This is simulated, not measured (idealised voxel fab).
Process module under the name voxel gate over fins
For reference, the cross-section in this document is cut, with width 285 nm and square cells of 5 nm.
Format of a cross-section: grid, square cells. Given as bands. Order: top down. Band: one or more rows of cells.
In this notation a band is specified by the heights of its top and bottom, in that order and in nm, after which its materials appear from left to right, each paired with its width in nm. The word "throughout" attached to a single material means that material fills the band from edge to edge; the word "blank" stands for empty space.
Height 0 is the level under which the wafer as received is all one material. The lowest band goes on downwards, as in "0..down".
The width entry "30->40" should be interpreted row by row: the top row of cells in the band takes the first number, the bottom row takes the second number, and the change between adjacent rows is uniform throughout.
Key: "remains unaltered" - step with no changed cell in the cross-section.
This entry, "Fully closed voids", enumerates those empty regions of no fewer than 8 cells that possess no open connection to the top. Each region is reported in the form width x height at distance, the distance being taken from the left edge, with all three quantities expressed in nm.
Whatever follows a step's settings on its line is a remark the simulator itself makes about that step.
"overlay nm" answers the question of how far to the right of plan the mask lay on a step that has a mask, and when it is negative the answer is to the left.

The process steps that were planned are listed below:
1 RECEIVE, material Si
2 CONFORMAL_DEP, material SiN, thk nm 5
3 MASKED_ETCH, tone cover, mask id FINS, width nm 15, pitch nm 55, etch materials SiN, depth nm 5, overlay nm 0
4 MASKED_ETCH, tone cover, mask id FINS, width nm 15, pitch nm 55, etch materials Si, depth nm 40, overlay nm 0
5 OXIDIZE, depth nm 5
6 FILL_DEP, material SiO2, thk nm 15
7 CMP, height nm 5
8 MASKED_ETCH, tone open, mask id RAIL, width nm 15, etch materials SiO2, depth nm 40, overlay nm 0
9 CONFORMAL_DEP, material TiN, thk nm 5
10 FILL_DEP, material W, thk nm 5
11 CMP, height nm 5
12 SELECTIVE_ETCH, etch materials W Ru TiN, depth nm 25
13 FILL_DEP, material SiO2, thk nm 5
14 CMP, height nm 5
15 SELECTIVE_ETCH, etch materials SiO2, depth nm 20
16 STRIP, etch materials SiN
17 CONFORMAL_DEP, material HfO2, thk nm 5
18 CONFORMAL_DEP, material TiN, thk nm 5
19 FILL_DEP, material W, thk nm 15
20 CMP, height nm 20
21 CONFORMAL_DEP, material SiCN, thk nm 5

First of two wafers, processed according to plan:

This is the cross-section of the wafer as we received it, i.e. after step 1:
* 0..down = Si throughout
* Fully closed voids: none

Wafer xsec, post step 2:
* 5..0 = SiN throughout
* Whatever lies below 0 is exactly as it was before.

Wafer xsec, post step 3:
* 5..0 = blank 50, SiN 15, blank 40, SiN 15, blank 40, SiN 15, blank 40, SiN 15, blank 55
* Whatever lies below 0 is exactly as it was before.

Wafer xsec, post step 4:
* 5..0 = blank 50, SiN 15, blank 40, SiN 15, blank 40, SiN 15, blank 40, SiN 15, blank 55
* 0..-40 = blank 50, Si 15, blank 40, Si 15, blank 40, Si 15, blank 40, Si 15, blank 55
* Whatever lies below -40 is exactly as it was before.

Wafer xsec, post step 5:
* 5..0 = blank 50, SiN 15, blank 40, SiN 15, blank 40, SiN 15, blank 40, SiN 15, blank 55
* 0..-40 = blank 50, SiO2 5, Si 5, SiO2 5, blank 40, SiO2 5, Si 5, SiO2 5, blank 40, SiO2 5, Si 5, SiO2 5, blank 40, SiO2 5, Si 5, SiO2 5, blank 55
* -40..-45 = SiO2 55, Si 5, SiO2 50, Si 5, SiO2 50, Si 5, SiO2 50, Si 5, SiO2 60
* Whatever lies below -45 is exactly as it was before.

Wafer xsec, post step 6:
* 20..5 = SiO2 throughout
* 5..0 = SiO2 50, SiN 15, SiO2 40, SiN 15, SiO2 40, SiN 15, SiO2 40, SiN 15, SiO2 55
* 0..-45 = SiO2 55, Si 5, SiO2 50, Si 5, SiO2 50, Si 5, SiO2 50, Si 5, SiO2 60
* Whatever lies below -45 is exactly as it was before.

Wafer xsec, post step 7:
* 5..0 = SiO2 50, SiN 15, SiO2 40, SiN 15, SiO2 40, SiN 15, SiO2 40, SiN 15, SiO2 55
* Whatever lies below 0 is exactly as it was before.

Wafer xsec, post step 8:
* 5..0 = SiO2 50, SiN 15, SiO2 10, blank 15, SiO2 15, SiN 15, SiO2 40, SiN 15, SiO2 40, SiN 15, SiO2 55
* 0..-35 = SiO2 55, Si 5, SiO2 15, blank 15, SiO2 20, Si 5, SiO2 50, Si 5, SiO2 50, Si 5, SiO2 60
* Whatever lies below -35 is exactly as it was before.

Wafer xsec, post step 9:
* 10..5 = TiN 80, blank 5, TiN 200
* 5..0 = SiO2 50, SiN 15, SiO2 10, TiN 5, blank 5, TiN 5, SiO2 15, SiN 15, SiO2 40, SiN 15, SiO2 40, SiN 15, SiO2 55
* 0..-30 = SiO2 55, Si 5, SiO2 15, TiN 5, blank 5, TiN 5, SiO2 20, Si 5, SiO2 50, Si 5, SiO2 50, Si 5, SiO2 60
* -30..-35 = SiO2 55, Si 5, SiO2 15, TiN 15, SiO2 20, Si 5, SiO2 50, Si 5, SiO2 50, Si 5, SiO2 60
* Whatever lies below -35 is exactly as it was before.

Wafer xsec, post step 10:
* 15..10 = W throughout
* 10..5 = TiN 80, W 5, TiN 200
* 5..0 = SiO2 50, SiN 15, SiO2 10, TiN 5, W 5, TiN 5, SiO2 15, SiN 15, SiO2 40, SiN 15, SiO2 40, SiN 15, SiO2 55
* 0..-30 = SiO2 55, Si 5, SiO2 15, TiN 5, W 5, TiN 5, SiO2 20, Si 5, SiO2 50, Si 5, SiO2 50, Si 5, SiO2 60
* Whatever lies below -30 is exactly as it was before.

Wafer xsec, post step 11:
* 5..0 = SiO2 50, SiN 15, SiO2 10, TiN 5, W 5, TiN 5, SiO2 15, SiN 15, SiO2 40, SiN 15, SiO2 40, SiN 15, SiO2 55
* Whatever lies below 0 is exactly as it was before.

Wafer xsec, post step 12:
* 5..0 = SiO2 50, SiN 15, SiO2 10, blank 15, SiO2 15, SiN 15, SiO2 40, SiN 15, SiO2 40, SiN 15, SiO2 55
* 0..-20 = SiO2 55, Si 5, SiO2 15, blank 15, SiO2 20, Si 5, SiO2 50, Si 5, SiO2 50, Si 5, SiO2 60
* Whatever lies below -20 is exactly as it was before.

Wafer xsec, post step 13:
* 10..5 = SiO2 throughout
* 5..0 = SiO2 50, SiN 15, SiO2 40, SiN 15, SiO2 40, SiN 15, SiO2 40, SiN 15, SiO2 55
* 0..-20 = SiO2 55, Si 5, SiO2 50, Si 5, SiO2 50, Si 5, SiO2 50, Si 5, SiO2 60
* Whatever lies below -20 is exactly as it was before.

Wafer xsec, post step 14:
* 5..0 = SiO2 50, SiN 15, SiO2 40, SiN 15, SiO2 40, SiN 15, SiO2 40, SiN 15, SiO2 55
* Whatever lies below 0 is exactly as it was before.

Wafer xsec, post step 15:
* 5..0 = blank 50, SiN 15, blank 40, SiN 15, blank 40, SiN 15, blank 40, SiN 15, blank 55
* 0..-15 = blank 55, Si 5, blank 50, Si 5, blank 50, Si 5, blank 50, Si 5, blank 60
* Whatever lies below -15 is exactly as it was before.

Wafer xsec, post step 16:
* 0..-15 = blank 55, Si 5, blank 50, Si 5, blank 50, Si 5, blank 50, Si 5, blank 60
* Whatever lies below -15 is exactly as it was before.

Wafer xsec, post step 17:
* 5..0 = blank 50, HfO2 15, blank 40, HfO2 15, blank 40, HfO2 15, blank 40, HfO2 15, blank 55
* 0..-10 = blank 50, HfO2 5, Si 5, HfO2 5, blank 40, HfO2 5, Si 5, HfO2 5, blank 40, HfO2 5, Si 5, HfO2 5, blank 40, HfO2 5, Si 5, HfO2 5, blank 55
* -10..-15 = HfO2 55, Si 5, HfO2 50, Si 5, HfO2 50, Si 5, HfO2 50, Si 5, HfO2 60
* Whatever lies below -15 is exactly as it was before.

Wafer xsec, post step 18:
* 10..5 = blank 45, TiN 25, blank 30, TiN 25, blank 30, TiN 25, blank 30, TiN 25, blank 50
* 5..0 = blank 45, TiN 5, HfO2 15, TiN 5, blank 30, TiN 5, HfO2 15, TiN 5, blank 30, TiN 5, HfO2 15, TiN 5, blank 30, TiN 5, HfO2 15, TiN 5, blank 50
* 0..-5 = blank 45, TiN 5, HfO2 5, Si 5, HfO2 5, TiN 5, blank 30, TiN 5, HfO2 5, Si 5, HfO2 5, TiN 5, blank 30, TiN 5, HfO2 5, Si 5, HfO2 5, TiN 5, blank 30, TiN 5, HfO2 5, Si 5, HfO2 5, TiN 5, blank 50
* -5..-10 = TiN 50, HfO2 5, Si 5, HfO2 5, TiN 40, HfO2 5, Si 5, HfO2 5, TiN 40, HfO2 5, Si 5, HfO2 5, TiN 40, HfO2 5, Si 5, HfO2 5, TiN 55
* Whatever lies below -10 is exactly as it was before.

Wafer xsec, post step 19:
* 25..10 = W throughout
* 10..5 = W 45, TiN 25, W 30, TiN 25, W 30, TiN 25, W 30, TiN 25, W 50
* 5..0 = W 45, TiN 5, HfO2 15, TiN 5, W 30, TiN 5, HfO2 15, TiN 5, W 30, TiN 5, HfO2 15, TiN 5, W 30, TiN 5, HfO2 15, TiN 5, W 50
* 0..-5 = W 45, TiN 5, HfO2 5, Si 5, HfO2 5, TiN 5, W 30, TiN 5, HfO2 5, Si 5, HfO2 5, TiN 5, W 30, TiN 5, HfO2 5, Si 5, HfO2 5, TiN 5, W 30, TiN 5, HfO2 5, Si 5, HfO2 5, TiN 5, W 50
* Whatever lies below -5 is exactly as it was before.

Wafer xsec, post step 20:
* 20..10 = W throughout
* Whatever lies below 10 is exactly as it was before.

Wafer xsec, post step 21:
* 25..20 = SiCN throughout
* Whatever lies below 20 is exactly as it was before.

The Second Wafer: Common Origin and Plan, One Mistake in Execution, Identical to the First Through Step 1:

Second wafer: cross-section at the scheduled end of step 2: remains unaltered

Second wafer: cross-section at the scheduled end of step 3: remains unaltered

Second wafer: cross-section at the scheduled end of step 4:
* 0..-40 = blank 50, Si 15, blank 40, Si 15, blank 40, Si 15, blank 40, Si 15, blank 55
* Whatever lies below -40 is exactly as it was before.

Second wafer: cross-section at the scheduled end of step 5:
* 0..-5 = blank 50, SiO2 15, blank 40, SiO2 15, blank 40, SiO2 15, blank 40, SiO2 15, blank 55
* -5..-40 = blank 50, SiO2 5, Si 5, SiO2 5, blank 40, SiO2 5, Si 5, SiO2 5, blank 40, SiO2 5, Si 5, SiO2 5, blank 40, SiO2 5, Si 5, SiO2 5, blank 55
* -40..-45 = SiO2 55, Si 5, SiO2 50, Si 5, SiO2 50, Si 5, SiO2 50, Si 5, SiO2 60
* Whatever lies below -45 is exactly as it was before.

Second wafer: cross-section at the scheduled end of step 6:
* 15..-5 = SiO2 throughout
* -5..-45 = SiO2 55, Si 5, SiO2 50, Si 5, SiO2 50, Si 5, SiO2 50, Si 5, SiO2 60
* Whatever lies below -45 is exactly as it was before.

Second wafer: cross-section at the scheduled end of step 7:
* 5..-5 = SiO2 throughout
* Whatever lies below -5 is exactly as it was before.

Second wafer: cross-section at the scheduled end of step 8:
* 5..-5 = SiO2 75, blank 15, SiO2 195
* -5..-35 = SiO2 55, Si 5, SiO2 15, blank 15, SiO2 20, Si 5, SiO2 50, Si 5, SiO2 50, Si 5, SiO2 60
* Whatever lies below -35 is exactly as it was before.

Second wafer: cross-section at the scheduled end of step 9:
* 10..5 = TiN 80, blank 5, TiN 200
* 5..-5 = SiO2 75, TiN 5, blank 5, TiN 5, SiO2 195
* -5..-30 = SiO2 55, Si 5, SiO2 15, TiN 5, blank 5, TiN 5, SiO2 20, Si 5, SiO2 50, Si 5, SiO2 50, Si 5, SiO2 60
* -30..-35 = SiO2 55, Si 5, SiO2 15, TiN 15, SiO2 20, Si 5, SiO2 50, Si 5, SiO2 50, Si 5, SiO2 60
* Whatever lies below -35 is exactly as it was before.

Second wafer: cross-section at the scheduled end of step 10:
* 15..10 = W throughout
* 10..5 = TiN 80, W 5, TiN 200
* 5..-5 = SiO2 75, TiN 5, W 5, TiN 5, SiO2 195
* -5..-30 = SiO2 55, Si 5, SiO2 15, TiN 5, W 5, TiN 5, SiO2 20, Si 5, SiO2 50, Si 5, SiO2 50, Si 5, SiO2 60
* Whatever lies below -30 is exactly as it was before.

Second wafer: cross-section at the scheduled end of step 11:
* 5..-5 = SiO2 75, TiN 5, W 5, TiN 5, SiO2 195
* Whatever lies below -5 is exactly as it was before.

Second wafer: cross-section at the scheduled end of step 12:
* 5..-5 = SiO2 75, blank 15, SiO2 195
* -5..-20 = SiO2 55, Si 5, SiO2 15, blank 15, SiO2 20, Si 5, SiO2 50, Si 5, SiO2 50, Si 5, SiO2 60
* Whatever lies below -20 is exactly as it was before.

Second wafer: cross-section at the scheduled end of step 13:
* 10..-5 = SiO2 throughout
* -5..-20 = SiO2 55, Si 5, SiO2 50, Si 5, SiO2 50, Si 5, SiO2 50, Si 5, SiO2 60
* Whatever lies below -20 is exactly as it was before.

Second wafer: cross-section at the scheduled end of step 14:
* 5..-5 = SiO2 throughout
* Whatever lies below -5 is exactly as it was before.

Second wafer: cross-section at the scheduled end of step 15:
* -5..-15 = blank 55, Si 5, blank 50, Si 5, blank 50, Si 5, blank 50, Si 5, blank 60
* Whatever lies below -15 is exactly as it was before.

Second wafer: cross-section at the scheduled end of step 16: remains unaltered

Second wafer: cross-section at the scheduled end of step 17:
* 0..-5 = blank 50, HfO2 15, blank 40, HfO2 15, blank 40, HfO2 15, blank 40, HfO2 15, blank 55
* -5..-10 = blank 50, HfO2 5, Si 5, HfO2 5, blank 40, HfO2 5, Si 5, HfO2 5, blank 40, HfO2 5, Si 5, HfO2 5, blank 40, HfO2 5, Si 5, HfO2 5, blank 55
* -10..-15 = HfO2 55, Si 5, HfO2 50, Si 5, HfO2 50, Si 5, HfO2 50, Si 5, HfO2 60
* Whatever lies below -15 is exactly as it was before.

Second wafer: cross-section at the scheduled end of step 18:
* 5..0 = blank 45, TiN 25, blank 30, TiN 25, blank 30, TiN 25, blank 30, TiN 25, blank 50
* 0..-5 = blank 45, TiN 5, HfO2 15, TiN 5, blank 30, TiN 5, HfO2 15, TiN 5, blank 30, TiN 5, HfO2 15, TiN 5, blank 30, TiN 5, HfO2 15, TiN 5, blank 50
* -5..-10 = TiN 50, HfO2 5, Si 5, HfO2 5, TiN 40, HfO2 5, Si 5, HfO2 5, TiN 40, HfO2 5, Si 5, HfO2 5, TiN 40, HfO2 5, Si 5, HfO2 5, TiN 55
* Whatever lies below -10 is exactly as it was before.

Second wafer: cross-section at the scheduled end of step 19:
* 20..5 = W throughout
* 5..0 = W 45, TiN 25, W 30, TiN 25, W 30, TiN 25, W 30, TiN 25, W 50
* 0..-5 = W 45, TiN 5, HfO2 15, TiN 5, W 30, TiN 5, HfO2 15, TiN 5, W 30, TiN 5, HfO2 15, TiN 5, W 30, TiN 5, HfO2 15, TiN 5, W 50
* Whatever lies below -5 is exactly as it was before.

Second wafer: cross-section at the scheduled end of step 20: remains unaltered

Second wafer: cross-section at the scheduled end of step 21:
* 25..20 = SiCN throughout
* Whatever lies below 20 is exactly as it was before.
Heads up, the wafer didn't run the way we planned it: skipped: plan step 2 (never run)
Heads up, by the end the second wafer has more or fewer cells of some materials compared to the first: HfO2 -8; Si -4; TiN -8; W +20
